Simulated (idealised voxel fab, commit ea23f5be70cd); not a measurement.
The process module that follows is named voxel spacer lines.
Cross-section cut: width 250 nm, square cells of 5 nm.
Cross-section, as written here: a square-cell grid given band by band from the top down, where a band holds one or more rows of cells.
For a band, the entry starts with two heights in nm, that of the top and then that of the bottom, and carries on with the band's materials in order from left to right, each alongside its width in nm; the word "full width" beside a single material means it fills the band edge to edge, and "blank" means empty space.
A quick word on heights: they are counted from 0, and under that level the wafer as it came to us is one material throughout. The lowest band is different from the rest in having no bottom; it simply continues downward, written as in "top 0, no bottom".
Think of "30->40" as a width that walks from the first number to the second as you go down the band, top row to bottom row, taking equal-sized steps from row to row.
Where the words "nothing different" appear for a step, the cross-section shows no cell changed by that step; every cell remained as before.
"Voids lacking openings": empty spaces of 8 cells or more with no open way to the top, each given as width x height at distance, distance from the left edge, all in nm.
If you see something after the settings on a step's line, that's the simulator's own remark about that step.
You can add "overlay nm" to a step's line. For a step with a mask, it describes how far the mask lay to the right of its planned position, and a negative number describes a lay to the left.

## Process steps - plan
1) RECEIVE with material Si
2) CONFORMAL_DEP with material Al2O3, thk nm 5
3) DIRECTIONAL_DEP with material SiN, thk nm 20
4) DIRECTIONAL_DEP with material aC, thk nm 20
5) PATTERN with tone cover, mask id MANDREL, material resist, width nm 15, pitch nm 50, thk nm 30, overlay nm 0
6) DIRECTIONAL_ETCH with etch materials aC, depth nm 20
7) STRIP with etch materials resist
8) CONFORMAL_DEP with material SiO2, thk nm 10
9) DIRECTIONAL_ETCH with etch materials SiO2, depth nm 10
10) STRIP with etch materials aC
11) DIRECTIONAL_ETCH with etch materials SiN, depth nm 20
12) STRIP with etch materials SiO2
13) FILL_DEP with material lowk, thk nm 5
14) CMP with height nm 30
Wafers differ in thk nm at step 2; plan lists the first wafer's value; identical starting state.

## The first of several wafers, as received after step 1, seen in section
	top 0, no bottom  Si full width
	Voids lacking openings: none

## Below, a row for every wafer. Read it as the end-of-module picture: for each material the wafer shows its cells gained (+) or lost (-) since it was received, and then its closed voids
thk nm 5, +50 Al2O3, +48 SiN, +202 lowk, Voids lacking openings: none
thk nm 10, +100 Al2O3, +48 SiN, +152 lowk, Voids lacking openings: none
thk nm 15, +150 Al2O3, +36 SiN, +114 lowk, Voids lacking openings: none
thk nm 20, +200 Al2O3, +24 SiN, +76 lowk, Voids lacking openings: none
thk nm 25, +250 Al2O3, +12 SiN, +38 lowk, Voids lacking openings: none
